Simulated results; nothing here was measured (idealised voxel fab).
Herein follows the process module entitled voxel wiring stack.
Section shown: cut. Width: 275 nm. Cell size: 5 nm, square.
In what follows, cross-sections appear as grids of square cells, described through bands that run from the top down, where every band is one or more rows of cells.
Top, bottom (nm), then materials left to right with widths (nm); lone material tagged "all across" fills the whole band edge to edge; "air" = empty space.
Height datum 0, below which the as-received substrate wafer is one material. Lowest band open at the bottom, running downward: "0 down".
The notation "30..40" denotes a width that varies across the rows of cells in the band, beginning at the first number in the top row, finishing at the second number in the bottom row, and changing by an identical amount from each row to the next.
The designation "nothing altered", where it is given for a processing step, indicates that no cell of the cross-section was altered in the course of that step.
Empty spaces counting at least 8 cells and having no open way to the top are listed in "Enclosed cavities". The notation width x height at distance is used for each, the distance being from the left edge and all three values in nm.
Heads up: the bit after the settings on a step's line is the simulator's remark on that step.
overlay nm: mask offset rightward from planned place, masked step; negative means leftward offset.
So here's the lineup of process steps we planned:
| 1 | RECEIVE | material Si |
| 2 | CONFORMAL_DEP | material SiO2 | thk nm 15 |
| 3 | DIRECTIONAL_DEP | material TiN | thk nm 5 |
| 4 | DIRECTIONAL_DEP | material Ru | thk nm 25 |
| 5 | DIRECTIONAL_DEP | material aC | thk nm 15 |
| 6 | PATTERN | tone cover | mask id METAL_1 | material resist | width nm 20 | pitch nm 40 | thk nm 30 | overlay nm 0 |
| 7 | DIRECTIONAL_ETCH | etch materials aC | depth nm 15 |
| 8 | STRIP | etch materials resist |
| 9 | DIRECTIONAL_ETCH | etch materials Ru | depth nm 25 |
| 10 | DIRECTIONAL_ETCH | etch materials TiN | depth nm 5 |
| 11 | STRIP | etch materials aC |
| 12 | FILL_DEP | material SiO2 | thk nm 5 |
| 13 | CMP | height nm 45 |
| 14 | CONFORMAL_DEP | material SiCN | thk nm 5 |
| 15 | DIRECTIONAL_DEP | material lowk | thk nm 30 |
| 16 | PATTERN | tone open | mask id METAL_2_HOLES | material resist | width nm 15 | pitch nm 80 | thk nm 15 | overlay nm 0 |
| 17 | DIRECTIONAL_ETCH | etch materials lowk | depth nm 30 |
| 18 | STRIP | etch materials resist |
| 19 | PATTERN | tone open | mask id METAL_2 | material resist | width nm 20 | pitch nm 40 | thk nm 15 | overlay nm 0 |
| 20 | DIRECTIONAL_ETCH | etch materials lowk | depth nm 20 |
| 21 | DIRECTIONAL_ETCH | etch materials SiCN | depth nm 5 |
| 22 | STRIP | etch materials resist |
| 23 | CONFORMAL_DEP | material TiN | thk nm 5 |
| 24 | FILL_DEP | material Ru | thk nm 5 |
| 25 | CMP | height nm 80 |
| 26 | CONFORMAL_DEP | material SiCN | thk nm 5 |
| 27 | DIRECTIONAL_DEP | material SiO2 | thk nm 35 |
| 28 | DIRECTIONAL_DEP | material aC | thk nm 10 |
| 29 | PATTERN | tone open | mask id METAL_3 | material resist | width nm 20 | pitch nm 40 | thk nm 30 | overlay nm 0 |
| 30 | DIRECTIONAL_ETCH | etch materials aC | depth nm 10 |
| 31 | STRIP | etch materials resist |
| 32 | DIRECTIONAL_ETCH | etch materials SiO2 | depth nm 20 |
| 33 | STRIP | etch materials aC |
| 34 | MASKED_ETCH | tone open | mask id METAL_3_HOLES | width nm 15 | pitch nm 80 | etch materials SiO2 | depth nm 15 | overlay nm 0 |
| 35 | MASKED_ETCH | tone open | mask id METAL_3_HOLES | width nm 15 | pitch nm 80 | etch materials SiCN | depth nm 5 | overlay nm 0 |
| 36 | CONFORMAL_DEP | material TiN | thk nm 5 |
| 37 | FILL_DEP | material Cu | thk nm 10 |
| 38 | CMP | height nm 120 |
| 39 | CONFORMAL_DEP | material SiN | thk nm 5 |
Step 1 complete: cross-section of the wafer as received:
- 0 down | Si all across
- Enclosed cavities: none
End-of-module cross-section of the first of two wafers, processed as planned:
- 125 to 120 | SiN all across
- 120 to 105 | SiO2 65, then TiN 5, then Cu 10, then TiN 5, then SiO2 20, then TiN 5, then Cu 10, then TiN 5, then SiO2 20, then TiN 5, then Cu 10, then TiN 5, then SiO2 20, then TiN 5, then Cu 10, then TiN 5, then SiO2 70
- 105 to 100 | SiO2 65, then TiN 5, then Cu 5, then TiN 10, then SiO2 20, then TiN 20, then SiO2 20, then TiN 5, then Cu 5, then TiN 10, then SiO2 20, then TiN 20, then SiO2 70
- 100 to 85 | SiO2 65, then TiN 5, then Cu 5, then TiN 5, then SiO2 65, then TiN 5, then Cu 5, then TiN 5, then SiO2 115
- 85 to 80 | SiCN 65, then TiN 15, then SiCN 65, then TiN 15, then SiCN 115
- 80 to 65 | lowk 65, then TiN 5, then Ru 10, then TiN 5, then lowk 20, then TiN 5, then Ru 10, then TiN 5, then lowk 20, then TiN 5, then Ru 10, then TiN 5, then lowk 20, then TiN 5, then Ru 10, then TiN 5, then lowk 70
- 65 to 60 | lowk 65, then TiN 5, then Ru 5, then TiN 10, then lowk 20, then TiN 20, then lowk 20, then TiN 5, then Ru 5, then TiN 10, then lowk 20, then TiN 20, then lowk 70
- 60 to 50 | lowk 65, then TiN 5, then Ru 5, then TiN 5, then lowk 65, then TiN 5, then Ru 5, then TiN 5, then lowk 115
- 50 to 45 | SiCN 65, then TiN 15, then SiCN 65, then TiN 15, then SiCN 115
- 45 to 20 | SiO2 65, then Ru 20, then SiO2 20, then Ru 20, then SiO2 20, then Ru 20, then SiO2 20, then Ru 20, then SiO2 70
- 20 to 15 | SiO2 65, then TiN 20, then SiO2 20, then TiN 20, then SiO2 20, then TiN 20, then SiO2 20, then TiN 20, then SiO2 70
- 15 to 0 | SiO2 all across
- 0 down | Si all across
- Enclosed cavities: none
Module end: cross-section of wafer two of two. Same start and process plan as the first wafer. One mistake during execution:
- 125 to 120 | SiN all across
- 120 to 105 | SiO2 65, then TiN 5, then Cu 10, then TiN 5, then SiO2 20, then TiN 5, then Cu 10, then TiN 5, then SiO2 20, then TiN 5, then Cu 10, then TiN 5, then SiO2 20, then TiN 5, then Cu 10, then TiN 5, then SiO2 70
- 105 to 100 | SiO2 65, then TiN 5, then Cu 5, then TiN 10, then SiO2 20, then TiN 20, then SiO2 20, then TiN 5, then Cu 5, then TiN 10, then SiO2 20, then TiN 20, then SiO2 70
- 100 to 85 | SiO2 65, then TiN 5, then Cu 5, then TiN 5, then SiO2 65, then TiN 5, then Cu 5, then TiN 5, then SiO2 115
- 85 to 80 | SiCN 65, then TiN 15, then SiCN 65, then TiN 15, then SiCN 115
- 80 to 65 | lowk 65, then TiN 5, then Ru 10, then TiN 5, then lowk 20, then TiN 5, then Ru 10, then TiN 5, then lowk 20, then TiN 5, then Ru 10, then TiN 5, then lowk 20, then TiN 5, then Ru 10, then TiN 5, then lowk 70
- 65 to 60 | lowk 65, then TiN 5, then Ru 5, then TiN 10, then lowk 20, then TiN 20, then lowk 20, then TiN 5, then Ru 5, then TiN 10, then lowk 20, then TiN 20, then lowk 70
- 60 to 50 | lowk 65, then TiN 5, then Ru 5, then TiN 5, then lowk 65, then TiN 5, then Ru 5, then TiN 5, then lowk 115
- 50 to 45 | SiCN 65, then TiN 15, then SiCN 65, then TiN 15, then SiCN 115
- 45 to 20 | SiO2 75, then Ru 20, then SiO2 20, then Ru 20, then SiO2 20, then Ru 20, then SiO2 20, then Ru 20, then SiO2 60
- 20 to 15 | SiO2 75, then TiN 20, then SiO2 20, then TiN 20, then SiO2 20, then TiN 20, then SiO2 20, then TiN 20, then SiO2 60
- 15 to 0 | SiO2 all across
- 0 down | Si all across
- Enclosed cavities: none
Run error: planned and actual differ for step 6; actual: PATTERN | tone cover | mask id METAL_1 | material resist | width nm 20 | pitch nm 40 | thk nm 30 | overlay nm 10
The two final wafers agree on how many cells each material fills and disagree on which cells those are.
